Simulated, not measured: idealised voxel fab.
The name of this process module is voxel transistor to metal.
FYI the section here is cut, 215 nm wide, cells are 5 nm squares.
Bands, listed from the top down, are how a cross-section gets written in this document; the cross-section itself is a grid of square cells, and a band is one or more rows of them. Band: top height; bottom height; in nm. Then, left to right: material with width in nm, for each material. "edge to edge": a single material spanning edge to edge. "blank": empty space. Height datum 0, below which the as-received substrate wafer is one material. Lowest band open at the bottom, running downward: "0 -> down". Note: "30->40" means the width goes from the first number (top row of the band) to the second number (bottom row) in equal steps per row of cells. "nothing different" for a step: no cell of the cross-section changed in that step. Each empty space that has no open way to the top and spans at least 8 cells appears under "Closed void catalog" as width x height at distance, the distance counted from the left edge, all in nm. If you see something after the settings on a step's line, that's the simulator's own remark about that step. "overlay nm" answers the question of how far to the right of plan the mask lay on a step that has a mask, and when it is negative the answer is to the left. Pairs from here to the end. Each: cross-section before one process step, cross-section after it, the latter only as far down as the lowest band that changed. Under each: the step between, and its settings. Mind that the pairs may be taken from different runs of this module on the same starting wafer; whether a pair continues from the pair above depends on its entry headed "Before-step section", and it does only where that entry says so.

# Before-step section
  0 -> down | Si edge to edge
  Closed void catalog: none

# Post-Step Snapshot
  5 -> 0 | SiO2 edge to edge
  Under the height 0 nothing was changed.
  Closed void catalog: none
Which operation lies between the before and after views above? CONFORMAL_DEP,material SiO2,thk nm 5

Before-step section: the wafer arrives at this step looking as the after cross-section in the pair just above shows it.

# Post-Step Snapshot
  15 -> 5 | SiN edge to edge
  Under the height 5 nothing was changed.
  Closed void catalog: none
Which operation lies between the before and after views above? CONFORMAL_DEP,material SiN,thk nm 10

Before-step section: the wafer arrives at this step looking as the after cross-section in the pair just above shows it.

# Post-Step Snapshot
  30 -> 15 | aC edge to edge
  Under the height 15 nothing was changed.
  Closed void catalog: none
Which operation lies between the before and after views above? DIRECTIONAL_DEP,material aC,thk nm 15

Before-step section: the wafer arrives at this step looking as the after cross-section in the pair just above shows it.

# Post-Step Snapshot
  60 -> 30 | blank 50; resist 115; blank 50
  Under the height 30 nothing was changed.
  Closed void catalog: none
Which operation lies between the before and after views above? PATTERN,tone cover,mask id ACTIVE,material resist,width nm 115,thk nm 30,overlay nm 0

Before-step section: the wafer arrives at this step looking as the after cross-section in the pair just above shows it.

# Post-Step Snapshot
  45 -> 30 | blank 50; resist 115; blank 50
  30 -> 15 | blank 50; aC 115; blank 50
  Under the height 15 nothing was changed.
  Closed void catalog: none
Which operation lies between the before and after views above? DIRECTIONAL_ETCH,etch materials aC,depth nm 15

Before-step section: the wafer arrives at this step looking as the after cross-section in the pair just above shows it.

# Post-Step Snapshot
  30 -> 15 | blank 50; aC 115; blank 50
  Under the height 15 nothing was changed.
  Closed void catalog: none
Which operation lies between the before and after views above? STRIP,etch materials resist

Before-step section: the wafer arrives at this step looking as the after cross-section in the pair just above shows it.

# Post-Step Snapshot
  30 -> 15 | blank 50; aC 115; blank 50
  15 -> 5 | blank 50; SiN 115; blank 50
  Under the height 5 nothing was changed.
  Closed void catalog: none
Which operation lies between the before and after views above? DIRECTIONAL_ETCH,etch materials SiN,depth nm 10

Before-step section: the wafer arrives at this step looking as the after cross-section in the pair just above shows it.

# Post-Step Snapshot
  30 -> 15 | blank 50; aC 115; blank 50
  15 -> 5 | blank 50; SiN 115; blank 50
  5 -> 0 | blank 50; SiO2 115; blank 50
  Under the height 0 nothing was changed.
  Closed void catalog: none
Which operation lies between the before and after views above? DIRECTIONAL_ETCH,etch materials SiO2,depth nm 5

Before-step section: the wafer arrives at this step looking as the after cross-section in the pair just above shows it.

# Post-Step Snapshot
  30 -> 15 | blank 50; aC 115; blank 50
  15 -> 5 | blank 50; SiN 115; blank 50
  5 -> 0 | blank 50; SiO2 115; blank 50
  0 -> -25 | blank 50; Si 115; blank 50
  Under the height -25 nothing was changed.
  Closed void catalog: none
Which operation lies between the before and after views above? DIRECTIONAL_ETCH,etch materials Si,depth nm 25

Before-step section: the wafer arrives at this step looking as the after cross-section in the pair just above shows it.

# Post-Step Snapshot
  15 -> 5 | blank 50; SiN 115; blank 50
  Under the height 5 nothing was changed.
  Closed void catalog: none
Which operation lies between the before and after views above? STRIP,etch materials aC

Before-step section: the wafer arrives at this step looking as the after cross-section in the pair just above shows it.

# Post-Step Snapshot
  15 -> 5 | blank 50; SiN 115; blank 50
  5 -> 0 | blank 50; SiO2 115; blank 50
  0 -> -25 | blank 50; SiO2 5; Si 105; SiO2 5; blank 50
  -25 -> -30 | SiO2 55; Si 105; SiO2 55
  Under the height -30 nothing was changed.
  Closed void catalog: none
Which operation lies between the before and after views above? OXIDIZE,depth nm 5

Before-step section: the wafer arrives at this step looking as the after cross-section in the pair just above shows it.

# Post-Step Snapshot
  30 -> 15 | SiO2 edge to edge
  15 -> 5 | SiO2 50; SiN 115; SiO2 50
  5 -> 0 | SiO2 edge to edge
  0 -> -30 | SiO2 55; Si 105; SiO2 55
  Under the height -30 nothing was changed.
  Closed void catalog: none
Which operation lies between the before and after views above? FILL_DEP,material SiO2,thk nm 15

Before-step section: the wafer arrives at this step looking as the after cross-section in the pair just above shows it.

# Post-Step Snapshot
  15 -> 5 | SiO2 50; SiN 115; SiO2 50
  Under the height 5 nothing was changed.
  Closed void catalog: none
Which operation lies between the before and after views above? CMP,height nm 15

Before-step section: the wafer arrives at this step looking as the after cross-section in the pair just above shows it.

# Post-Step Snapshot
  15 -> 5 | blank 50; SiN 115; blank 50
  Under the height 5 nothing was changed.
  Closed void catalog: none
Which operation lies between the before and after views above? SELECTIVE_ETCH,etch materials SiO2,depth nm 10

Before-step section: the wafer arrives at this step looking as the after cross-section in the pair just above shows it.

# Post-Step Snapshot
  5 -> 0 | SiO2 edge to edge
  Under the height 0 nothing was changed.
  Closed void catalog: none
Which operation lies between the before and after views above? STRIP,etch materials SiN

Before-step section: the wafer arrives at this step looking as the after cross-section in the pair just above shows it.

# Post-Step Snapshot
  0 -> -30 | SiO2 55; Si 105; SiO2 55
  Under the height -30 nothing was changed.
  Closed void catalog: none
Which operation lies between the before and after views above? SELECTIVE_ETCH,etch materials SiO2,depth nm 5

Before-step section: the wafer arrives at this step looking as the after cross-section in the pair just above shows it.

# Post-Step Snapshot
  0 -> -5 | SiO2 edge to edge
  Under the height -5 nothing was changed.
  Closed void catalog: none
Which operation lies between the before and after views above? OXIDIZE,depth nm 5

Before-step section: the wafer arrives at this step looking as the after cross-section in the pair just above shows it.

# Post-Step Snapshot
  25 -> 0 | polySi edge to edge
  Under the height 0 nothing was changed.
  Closed void catalog: none
Which operation lies between the before and after views above? DIRECTIONAL_DEP,material polySi,thk nm 25

Before-step section: the wafer arrives at this step looking as the after cross-section in the pair just above shows it.

# Post-Step Snapshot
  40 -> 25 | SiCN edge to edge
  Under the height 25 nothing was changed.
  Closed void catalog: none
Which operation lies between the before and after views above? DIRECTIONAL_DEP,material SiCN,thk nm 15

Before-step section: the wafer arrives at this step looking as the after cross-section in the pair just above shows it.

# Post-Step Snapshot
  55 -> 40 | aC edge to edge
  Under the height 40 nothing was changed.
  Closed void catalog: none
Which operation lies between the before and after views above? DIRECTIONAL_DEP,material aC,thk nm 15

Before-step section: the wafer arrives at this step looking as the after cross-section in the pair just above shows it.

# Post-Step Snapshot
  90 -> 55 | blank 95; resist 25; blank 95
  Under the height 55 nothing was changed.
  Closed void catalog: none
Which operation lies between the before and after views above? PATTERN,tone cover,mask id GATE,material resist,width nm 25,thk nm 35,overlay nm 0

Before-step section: the wafer arrives at this step looking as the after cross-section in the pair just above shows it.

# Post-Step Snapshot
  75 -> 55 | blank 95; resist 25; blank 95
  55 -> 40 | blank 95; aC 25; blank 95
  Under the height 40 nothing was changed.
  Closed void catalog: none
Which operation lies between the before and after views above? DIRECTIONAL_ETCH,etch materials aC,depth nm 15

Before-step section: the wafer arrives at this step looking as the after cross-section in the pair just above shows it.

# Post-Step Snapshot
  55 -> 40 | blank 95; aC 25; blank 95
  Under the height 40 nothing was changed.
  Closed void catalog: none
Which operation lies between the before and after views above? STRIP,etch materials resist

Before-step section: the wafer arrives at this step looking as the after cross-section in the pair just above shows it.

# Post-Step Snapshot
  55 -> 40 | blank 95; aC 25; blank 95
  40 -> 25 | blank 95; SiCN 25; blank 95
  Under the height 25 nothing was changed.
  Closed void catalog: none
Which operation lies between the before and after views above? DIRECTIONAL_ETCH,etch materials SiCN,depth nm 25

Before-step section: the wafer arrives at this step looking as the after cross-section in the pair just above shows it.

# Post-Step Snapshot
  55 -> 40 | blank 95; aC 25; blank 95
  40 -> 25 | blank 95; SiCN 25; blank 95
  25 -> 0 | blank 95; polySi 25; blank 95
  Under the height 0 nothing was changed.
  Closed void catalog: none
Which operation lies between the before and after views above? DIRECTIONAL_ETCH,etch materials polySi,depth nm 35

Before-step section: the wafer arrives at this step looking as the after cross-section in the pair just above shows it.

# Post-Step Snapshot
  40 -> 25 | blank 95; SiCN 25; blank 95
  Under the height 25 nothing was changed.
  Closed void catalog: none
Which operation lies between the before and after views above? STRIP,etch materials aC

Before-step section: the wafer arrives at this step looking as the after cross-section in the pair just above shows it.

# Post-Step Snapshot
  50 -> 40 | blank 85; SiN 45; blank 85
  40 -> 25 | blank 85; SiN 10; SiCN 25; SiN 10; blank 85
  25 -> 10 | blank 85; SiN 10; polySi 25; SiN 10; blank 85
  10 -> 0 | SiN 95; polySi 25; SiN 95
  Under the height 0 nothing was changed.
  Closed void catalog: none
Which operation lies between the before and after views above? CONFORMAL_DEP,material SiN,thk nm 10

Before-step section: the wafer arrives at this step looking as the after cross-section in the pair just above shows it.

# Post-Step Snapshot
  40 -> 25 | blank 85; SiN 10; SiCN 25; SiN 10; blank 85
  25 -> 0 | blank 85; SiN 10; polySi 25; SiN 10; blank 85
  Under the height 0 nothing was changed.
  Closed void catalog: none
Which operation lies between the before and after views above? DIRECTIONAL_ETCH,etch materials SiN,depth nm 10

Before-step section: the wafer arrives at this step looking as the after cross-section in the pair just above shows it.

# Post-Step Snapshot
  40 -> 25 | blank 85; SiN 10; SiCN 25; SiN 10; blank 85
  25 -> 0 | blank 85; SiN 10; polySi 25; SiN 10; blank 85
  0 -> -5 | blank 85; SiO2 45; blank 85
  Under the height -5 nothing was changed.
  Closed void catalog: none
Which operation lies between the before and after views above? DIRECTIONAL_ETCH,etch materials SiO2,depth nm 5

Before-step section: the wafer arrives at this step looking as the after cross-section in the pair just above shows it.

# Post-Step Snapshot
  40 -> 25 | blank 85; SiN 10; SiCN 25; SiN 10; blank 85
  25 -> 0 | blank 85; SiN 10; polySi 25; SiN 10; blank 85
  0 -> -5 | blank 85; SiO2 45; blank 85
  -5 -> -10 | SiO2 55; blank 30; Si 45; blank 30; SiO2 55
  Under the height -10 nothing was changed.
  Closed void catalog: none
Which operation lies between the before and after views above? DIRECTIONAL_ETCH,etch materials Si,depth nm 5

Before-step section: the wafer arrives at this step looking as the after cross-section in the pair just above shows it.

# Post-Step Snapshot
  40 -> 25 | blank 85; SiN 10; SiCN 25; SiN 10; blank 85
  25 -> 0 | blank 85; SiN 10; polySi 25; SiN 10; blank 85
  0 -> -5 | blank 80; pSi 5; SiO2 45; pSi 5; blank 80
  -5 -> -10 | SiO2 55; pSi 30; Si 45; pSi 30; SiO2 55
  Under the height -10 nothing was changed.
  Closed void catalog: none
Which operation lies between the before and after views above? EPI,material pSi,thk nm 5

Before-step section: the wafer arrives at this step looking as the after cross-section in the pair just above shows it.

# Post-Step Snapshot
  50 -> 40 | SiO2 edge to edge
  40 -> 25 | SiO2 85; SiN 10; SiCN 25; SiN 10; SiO2 85
  25 -> 0 | SiO2 85; SiN 10; polySi 25; SiN 10; SiO2 85
  0 -> -5 | SiO2 80; pSi 5; SiO2 45; pSi 5; SiO2 80
  Under the height -5 nothing was changed.
  Closed void catalog: none
Which operation lies between the before and after views above? FILL_DEP,material SiO2,thk nm 10

Before-step section: the wafer arrives at this step looking as the after cross-section in the pair just above shows it.

# Post-Step Snapshot
  25 -> 0 | SiO2 85; SiN 10; polySi 25; SiN 10; SiO2 85
  Under the height 0 nothing was changed.
  Closed void catalog: none
Which operation lies between the before and after views above? CMP,height nm 25

Before-step section: the wafer arrives at this step looking as the after cross-section in the pair just above shows it.

# Post-Step Snapshot
  25 -> 0 | SiO2 85; SiN 10; blank 25; SiN 10; SiO2 85
  Under the height 0 nothing was changed.
  Closed void catalog: none
Which operation lies between the before and after views above? STRIP,etch materials polySi

Before-step section: the wafer arrives at this step looking as the after cross-section in the pair just above shows it.

# Post-Step Snapshot
  25 -> 20 | blank 85; SiN 10; blank 25; SiN 10; blank 85
  20 -> 0 | SiO2 85; SiN 10; blank 25; SiN 10; SiO2 85
  0 -> -5 | SiO2 80; pSi 5; SiO2 5; blank 35; SiO2 5; pSi 5; SiO2 80
  Under the height -5 nothing was changed.
  Closed void catalog: none
Which operation lies between the before and after views above? SELECTIVE_ETCH,etch materials SiO2,depth nm 5

Before-step section: the wafer arrives at this step looking as the after cross-section in the pair just above shows it.

# Post-Step Snapshot
  30 -> 25 | blank 80; HfO2 20; blank 15; HfO2 20; blank 80
  25 -> 20 | HfO2 85; SiN 10; HfO2 5; blank 15; HfO2 5; SiN 10; HfO2 85
  20 -> 0 | SiO2 85; SiN 10; HfO2 5; blank 15; HfO2 5; SiN 10; SiO2 85
  0 -> -5 | SiO2 80; pSi 5; SiO2 5; HfO2 35; SiO2 5; pSi 5; SiO2 80
  Under the height -5 nothing was changed.
  Closed void catalog: none
Which operation lies between the before and after views above? CONFORMAL_DEP,material HfO2,thk nm 5

Before-step section: the wafer arrives at this step looking as the after cross-section in the pair just above shows it.

# Post-Step Snapshot
  35 -> 30 | blank 75; TiN 30; blank 5; TiN 30; blank 75
  30 -> 25 | TiN 80; HfO2 20; TiN 5; blank 5; TiN 5; HfO2 20; TiN 80
  25 -> 20 | HfO2 85; SiN 10; HfO2 5; TiN 5; blank 5; TiN 5; HfO2 5; SiN 10; HfO2 85
  20 -> 5 | SiO2 85; SiN 10; HfO2 5; TiN 5; blank 5; TiN 5; HfO2 5; SiN 10; SiO2 85
  5 -> 0 | SiO2 85; SiN 10; HfO2 5; TiN 15; HfO2 5; SiN 10; SiO2 85
  Under the height 0 nothing was changed.
  Closed void catalog: none
Which operation lies between the before and after views above? CONFORMAL_DEP,material TiN,thk nm 5

Before-step section: the wafer arrives at this step looking as the after cross-section in the pair just above shows it.

# Post-Step Snapshot
  45 -> 35 | W edge to edge
  35 -> 30 | W 75; TiN 30; W 5; TiN 30; W 75
  30 -> 25 | TiN 80; HfO2 20; TiN 5; W 5; TiN 5; HfO2 20; TiN 80
  25 -> 20 | HfO2 85; SiN 10; HfO2 5; TiN 5; W 5; TiN 5; HfO2 5; SiN 10; HfO2 85
  20 -> 5 | SiO2 85; SiN 10; HfO2 5; TiN 5; W 5; TiN 5; HfO2 5; SiN 10; SiO2 85
  Under the height 5 nothing was changed.
  Closed void catalog: none
Which operation lies between the before and after views above? FILL_DEP,material W,thk nm 10

Before-step section: the wafer arrives at this step looking as the after cross-section in the pair just above shows it.

# Post-Step Snapshot
  20 -> 5 | SiO2 85; SiN 10; HfO2 5; TiN 5; W 5; TiN 5; HfO2 5; SiN 10; SiO2 85
  Under the height 5 nothing was changed.
  Closed void catalog: none
Which operation lies between the before and after views above? CMP,height nm 20

Before-step section: the wafer arrives at this step looking as the after cross-section in the pair just above shows it.

# Post-Step Snapshot
  35 -> 20 | SiO2 edge to edge
  Under the height 20 nothing was changed.
  Closed void catalog: none
Which operation lies between the before and after views above? DIRECTIONAL_DEP,material SiO2,thk nm 15

Before-step section: the wafer arrives at this step looking as the after cross-section in the pair just above shows it.

# Post-Step Snapshot
  50 -> 35 | aC edge to edge
  Under the height 35 nothing was changed.
  Closed void catalog: none
Which operation lies between the before and after views above? DIRECTIONAL_DEP,material aC,thk nm 15

Before-step section: the wafer arrives at this step looking as the after cross-section in the pair just above shows it.

# Post-Step Snapshot
  85 -> 50 | resist 60; blank 20; resist 55; blank 20; resist 60
  Under the height 50 nothing was changed.
  Closed void catalog: none
Which operation lies between the before and after views above? PATTERN,tone open,mask id CONTACT,material resist,width nm 20,pitch nm 75,thk nm 35,overlay nm 0

Before-step section: the wafer arrives at this step looking as the after cross-section in the pair just above shows it.

# Post-Step Snapshot
  70 -> 50 | resist 60; blank 20; resist 55; blank 20; resist 60
  50 -> 35 | aC 60; blank 20; aC 55; blank 20; aC 60
  Under the height 35 nothing was changed.
  Closed void catalog: none
Which operation lies between the before and after views above? DIRECTIONAL_ETCH,etch materials aC,depth nm 15

Before-step section: the wafer arrives at this step looking as the after cross-section in the pair just above shows it.

# Post-Step Snapshot
  50 -> 35 | aC 60; blank 20; aC 55; blank 20; aC 60
  Under the height 35 nothing was changed.
  Closed void catalog: none
Which operation lies between the before and after views above? STRIP,etch materials resist

Before-step section: the wafer arrives at this step looking as the after cross-section in the pair just above shows it.

# Post-Step Snapshot
  50 -> 35 | aC 60; blank 20; aC 55; blank 20; aC 60
  35 -> 20 | SiO2 60; blank 20; SiO2 55; blank 20; SiO2 60
  20 -> 5 | SiO2 60; blank 20; SiO2 5; SiN 10; HfO2 5; TiN 5; W 5; TiN 5; HfO2 5; SiN 10; SiO2 5; blank 20; SiO2 60
  5 -> 0 | SiO2 60; blank 20; SiO2 5; SiN 10; HfO2 5; TiN 15; HfO2 5; SiN 10; SiO2 5; blank 20; SiO2 60
  0 -> -5 | SiO2 60; blank 20; pSi 5; SiO2 5; HfO2 35; SiO2 5; pSi 5; blank 20; SiO2 60
  Under the height -5 nothing was changed.
  Closed void catalog: none
Which operation lies between the before and after views above? DIRECTIONAL_ETCH,etch materials SiO2,depth nm 40

Before-step section: the wafer arrives at this step looking as the after cross-section in the pair just above shows it.

# Post-Step Snapshot
  35 -> 20 | SiO2 60; blank 20; SiO2 55; blank 20; SiO2 60
  Under the height 20 nothing was changed.
  Closed void catalog: none
Which operation lies between the before and after views above? STRIP,etch materials aC

Before-step section: the wafer arrives at this step looking as the after cross-section in the pair just above shows it.

# Post-Step Snapshot
  40 -> 35 | TiN 65; blank 10; TiN 65; blank 10; TiN 65
  35 -> 20 | SiO2 60; TiN 5; blank 10; TiN 5; SiO2 55; TiN 5; blank 10; TiN 5; SiO2 60
  20 -> 5 | SiO2 60; TiN 5; blank 10; TiN 5; SiO2 5; SiN 10; HfO2 5; TiN 5; W 5; TiN 5; HfO2 5; SiN 10; SiO2 5; TiN 5; blank 10; TiN 5; SiO2 60
  5 -> 0 | SiO2 60; TiN 5; blank 10; TiN 5; SiO2 5; SiN 10; HfO2 5; TiN 15; HfO2 5; SiN 10; SiO2 5; TiN 5; blank 10; TiN 5; SiO2 60
  0 -> -5 | SiO2 60; TiN 20; pSi 5; SiO2 5; HfO2 35; SiO2 5; pSi 5; TiN 20; SiO2 60
  Under the height -5 nothing was changed.
  Closed void catalog: none
Which operation lies between the before and after views above? CONFORMAL_DEP,material TiN,thk nm 5

Before-step section: the wafer arrives at this step looking as the after cross-section in the pair just above shows it.

# Post-Step Snapshot
  50 -> 40 | W edge to edge
  40 -> 35 | TiN 65; W 10; TiN 65; W 10; TiN 65
  35 -> 20 | SiO2 60; TiN 5; W 10; TiN 5; SiO2 55; TiN 5; W 10; TiN 5; SiO2 60
  20 -> 5 | SiO2 60; TiN 5; W 10; TiN 5; SiO2 5; SiN 10; HfO2 5; TiN 5; W 5; TiN 5; HfO2 5; SiN 10; SiO2 5; TiN 5; W 10; TiN 5; SiO2 60
  5 -> 0 | SiO2 60; TiN 5; W 10; TiN 5; SiO2 5; SiN 10; HfO2 5; TiN 15; HfO2 5; SiN 10; SiO2 5; TiN 5; W 10; TiN 5; SiO2 60
  Under the height 0 nothing was changed.
  Closed void catalog: none
Which operation lies between the before and after views above? FILL_DEP,material W,thk nm 10

Before-step section: the wafer arrives at this step looking as the after cross-section in the pair just above shows it.

# Post-Step Snapshot
  35 -> 20 | SiO2 60; TiN 5; W 10; TiN 5; SiO2 55; TiN 5; W 10; TiN 5; SiO2 60
  Under the height 20 nothing was changed.
  Closed void catalog: none
Which operation lies between the before and after views above? CMP,height nm 35

Before-step section: the wafer arrives at this step looking as the after cross-section in the pair just above shows it.

# Post-Step Snapshot
  40 -> 35 | TiN edge to edge
  Under the height 35 nothing was changed.
  Closed void catalog: none
Which operation lies between the before and after views above? DIRECTIONAL_DEP,material TiN,thk nm 5

Before-step section: the wafer arrives at this step looking as the after cross-section in the pair just above shows it.

# Post-Step Snapshot
  65 -> 40 | W edge to edge
  Under the height 40 nothing was changed.
  Closed void catalog: none
Which operation lies between the before and after views above? DIRECTIONAL_DEP,material W,thk nm 25

Before-step section: the wafer arrives at this step looking as the after cross-section in the pair just above shows it.

# Post-Step Snapshot
  75 -> 65 | aC edge to edge
  Under the height 65 nothing was changed.
  Closed void catalog: none
Which operation lies between the before and after views above? DIRECTIONAL_DEP,material aC,thk nm 10

Before-step section: the wafer arrives at this step looking as the after cross-section in the pair just above shows it.

# Post-Step Snapshot
  100 -> 75 | blank 60; resist 20; blank 55; resist 20; blank 60
  Under the height 75 nothing was changed.
  Closed void catalog: none
Which operation lies between the before and after views above? PATTERN,tone cover,mask id METAL_1,material resist,width nm 20,pitch nm 75,thk nm 25,overlay nm 0

Before-step section: the wafer arrives at this step looking as the after cross-section in the pair just above shows it.

# Post-Step Snapshot
  90 -> 75 | blank 60; resist 20; blank 55; resist 20; blank 60
  75 -> 65 | blank 60; aC 20; blank 55; aC 20; blank 60
  Under the height 65 nothing was changed.
  Closed void catalog: none
Which operation lies between the before and after views above? DIRECTIONAL_ETCH,etch materials aC,depth nm 10

Before-step section: the wafer arrives at this step looking as the after cross-section in the pair just above shows it.

# Post-Step Snapshot
  75 -> 65 | blank 60; aC 20; blank 55; aC 20; blank 60
  Under the height 65 nothing was changed.
  Closed void catalog: none
Which operation lies between the before and after views above? STRIP,etch materials resist

Before-step section: the wafer arrives at this step looking as the after cross-section in the pair just above shows it.

# Post-Step Snapshot
  75 -> 65 | blank 60; aC 20; blank 55; aC 20; blank 60
  65 -> 40 | blank 60; W 20; blank 55; W 20; blank 60
  Under the height 40 nothing was changed.
  Closed void catalog: none
Which operation lies between the before and after views above? DIRECTIONAL_ETCH,etch materials W,depth nm 25

Before-step section: the wafer arrives at this step looking as the after cross-section in the pair just above shows it.

# Post-Step Snapshot
  75 -> 65 | blank 60; aC 20; blank 55; aC 20; blank 60
  65 -> 40 | blank 60; W 20; blank 55; W 20; blank 60
  40 -> 35 | blank 60; TiN 20; blank 55; TiN 20; blank 60
  Under the height 35 nothing was changed.
  Closed void catalog: none
Which operation lies between the before and after views above? DIRECTIONAL_ETCH,etch materials TiN,depth nm 5

Before-step section: the wafer arrives at this step looking as the after cross-section in the pair just above shows it.

# Post-Step Snapshot
  65 -> 40 | blank 60; W 20; blank 55; W 20; blank 60
  Under the height 40 nothing was changed.
  Closed void catalog: none
Which operation lies between the before and after views above? STRIP,etch materials aC

Before-step section: the wafer arrives at this step looking as the after cross-section in the pair just above shows it.

# Post-Step Snapshot
  75 -> 65 | SiO2 edge to edge
  65 -> 40 | SiO2 60; W 20; SiO2 55; W 20; SiO2 60
  40 -> 35 | SiO2 60; TiN 20; SiO2 55; TiN 20; SiO2 60
  Under the height 35 nothing was changed.
  Closed void catalog: none
Which operation lies between the before and after views above? FILL_DEP,material SiO2,thk nm 10

Before-step section: the wafer arrives at this step looking as the after cross-section in the pair just above shows it.

# Post-Step Snapshot
  65 -> 40 | SiO2 60; W 20; SiO2 55; W 20; SiO2 60
  Under the height 40 nothing was changed.
  Closed void catalog: none
Which operation lies between the before and after views above? CMP,height nm 65

Before-step section: the wafer arrives at this step looking as the after cross-section in the pair just above shows it.

# Post-Step Snapshot
  70 -> 65 | SiCN edge to edge
  Under the height 65 nothing was changed.
  Closed void catalog: none
Which operation lies between the before and after views above? CONFORMAL_DEP,material SiCN,thk nm 5

Before-step section: the wafer arrives at this step looking as the after cross-section in the pair just above shows it.

# Post-Step Snapshot
  105 -> 70 | SiO2 edge to edge
  Under the height 70 nothing was changed.
  Closed void catalog: none
Which operation lies between the before and after views above? DIRECTIONAL_DEP,material SiO2,thk nm 35

Before-step section: the wafer arrives at this step looking as the after cross-section in the pair just above shows it.

# Post-Step Snapshot
  105 -> 85 | SiO2 60; blank 20; SiO2 55; blank 20; SiO2 60
  Under the height 85 nothing was changed.
  Closed void catalog: none
Which operation lies between the before and after views above? MASKED_ETCH,tone open,mask id METAL_2,width nm 20,pitch nm 75,etch materials SiO2,depth nm 20,overlay nm 0

Before-step section: the wafer arrives at this step looking as the after cross-section in the pair just above shows it.

# Post-Step Snapshot
  125 -> 105 | resist 60; blank 15; resist 60; blank 15; resist 65
  105 -> 85 | SiO2 60; blank 15; resist 5; SiO2 55; blank 15; resist 5; SiO2 60
  Under the height 85 nothing was changed.
  Closed void catalog: none
Which operation lies between the before and after views above? PATTERN,tone open,mask id METAL_2_HOLES,material resist,width nm 15,pitch nm 75,thk nm 20,overlay nm 0

Before-step section: the wafer arrives at this step looking as the after cross-section in the pair just above shows it.

# Post-Step Snapshot
  125 -> 105 | resist 60; blank 15; resist 60; blank 15; resist 65
  105 -> 85 | SiO2 60; blank 15; resist 5; SiO2 55; blank 15; resist 5; SiO2 60
  85 -> 70 | SiO2 60; blank 15; SiO2 60; blank 15; SiO2 65
  Under the height 70 nothing was changed.
  Closed void catalog: none
Which operation lies between the before and after views above? DIRECTIONAL_ETCH,etch materials SiO2,depth nm 15

Before-step section: the wafer arrives at this step looking as the after cross-section in the pair just above shows it.

# Post-Step Snapshot
  125 -> 105 | resist 60; blank 15; resist 60; blank 15; resist 65
  105 -> 85 | SiO2 60; blank 15; resist 5; SiO2 55; blank 15; resist 5; SiO2 60
  85 -> 70 | SiO2 60; blank 15; SiO2 60; blank 15; SiO2 65
  70 -> 65 | SiCN 60; blank 15; SiCN 60; blank 15; SiCN 65
  Under the height 65 nothing was changed.
  Closed void catalog: none
Which operation lies between the before and after views above? DIRECTIONAL_ETCH,etch materials SiCN,depth nm 5

Before-step section: the wafer arrives at this step looking as the after cross-section in the pair just above shows it.

# Post-Step Snapshot
  105 -> 85 | SiO2 60; blank 20; SiO2 55; blank 20; SiO2 60
  Under the height 85 nothing was changed.
  Closed void catalog: none
Which operation lies between the before and after views above? STRIP,etch materials resist

Before-step section: the wafer arrives at this step looking as the after cross-section in the pair just above shows it.

# Post-Step Snapshot
  110 -> 105 | TiN 65; blank 10; TiN 65; blank 10; TiN 65
  105 -> 90 | SiO2 60; TiN 5; blank 10; TiN 5; SiO2 55; TiN 5; blank 10; TiN 5; SiO2 60
  90 -> 85 | SiO2 60; TiN 5; blank 5; TiN 10; SiO2 55; TiN 5; blank 5; TiN 10; SiO2 60
  85 -> 70 | SiO2 60; TiN 5; blank 5; TiN 5; SiO2 60; TiN 5; blank 5; TiN 5; SiO2 65
  70 -> 65 | SiCN 60; TiN 15; SiCN 60; TiN 15; SiCN 65
  Under the height 65 nothing was changed.
  Closed void catalog: none
Which operation lies between the before and after views above? CONFORMAL_DEP,material TiN,thk nm 5

Before-step section: the wafer arrives at this step looking as the after cross-section in the pair just above shows it.

# Post-Step Snapshot
  115 -> 110 | Ru edge to edge
  110 -> 105 | TiN 65; Ru 10; TiN 65; Ru 10; TiN 65
  105 -> 90 | SiO2 60; TiN 5; Ru 10; TiN 5; SiO2 55; TiN 5; Ru 10; TiN 5; SiO2 60
  90 -> 85 | SiO2 60; TiN 5; Ru 5; TiN 10; SiO2 55; TiN 5; Ru 5; TiN 10; SiO2 60
  85 -> 70 | SiO2 60; TiN 5; Ru 5; TiN 5; SiO2 60; TiN 5; Ru 5; TiN 5; SiO2 65
  Under the height 70 nothing was changed.
  Closed void catalog: none
Which operation lies between the before and after views above? FILL_DEP,material Ru,thk nm 5

Before-step section: the wafer arrives at this step looking as the after cross-section in the pair just above shows it.

# Post-Step Snapshot
  105 -> 90 | SiO2 60; TiN 5; Ru 10; TiN 5; SiO2 55; TiN 5; Ru 10; TiN 5; SiO2 60
  Under the height 90 nothing was changed.
  Closed void catalog: none
Which operation lies between the before and after views above? CMP,height nm 105

Before-step section: the wafer arrives at this step looking as the after cross-section in the pair just above shows it.

# Post-Step Snapshot
  110 -> 105 | SiN edge to edge
  Under the height 105 nothing was changed.
  Closed void catalog: none
Which operation lies between the before and after views above? CONFORMAL_DEP,material SiN,thk nm 5

# Before-step section
  50 -> 40 | W edge to edge
  40 -> 35 | TiN 65; W 10; TiN 65; W 10; TiN 65
  35 -> 20 | SiO2 60; TiN 5; W 10; TiN 5; SiO2 55; TiN 5; W 10; TiN 5; SiO2 60
  20 -> 5 | SiO2 60; TiN 5; W 10; TiN 5; SiO2 5; SiN 10; HfO2 5; TiN 5; W 5; TiN 5; HfO2 5; SiN 10; SiO2 5; TiN 5; W 10; TiN 5; SiO2 60
  5 -> 0 | SiO2 60; TiN 5; W 10; TiN 5; SiO2 5; SiN 10; HfO2 5; TiN 15; HfO2 5; SiN 10; SiO2 5; TiN 5; W 10; TiN 5; SiO2 60
  0 -> -5 | SiO2 60; TiN 20; pSi 5; SiO2 5; HfO2 35; SiO2 5; pSi 5; TiN 20; SiO2 60
  -5 -> -10 | SiO2 55; pSi 30; Si 45; pSi 30; SiO2 55
  -10 -> -30 | SiO2 55; Si 105; SiO2 55
  -30 -> down | Si edge to edge
  Closed void catalog: none

# Post-Step Snapshot
  55 -> 50 | TiN edge to edge
  Under the height 50 nothing was changed.
  Closed void catalog: none
Which operation lies between the before and after views above? DIRECTIONAL_DEP,material TiN,thk nm 5

Before-step section: the wafer arrives at this step looking as the after cross-section in the pair just above shows it.

# Post-Step Snapshot
  80 -> 55 | W edge to edge
  Under the height 55 nothing was changed.
  Closed void catalog: none
Which operation lies between the before and after views above? DIRECTIONAL_DEP,material W,thk nm 25

Before-step section: the wafer arrives at this step looking as the after cross-section in the pair just above shows it.

# Post-Step Snapshot
  90 -> 80 | aC edge to edge
  Under the height 80 nothing was changed.
  Closed void catalog: none
Which operation lies between the before and after views above? DIRECTIONAL_DEP,material aC,thk nm 10
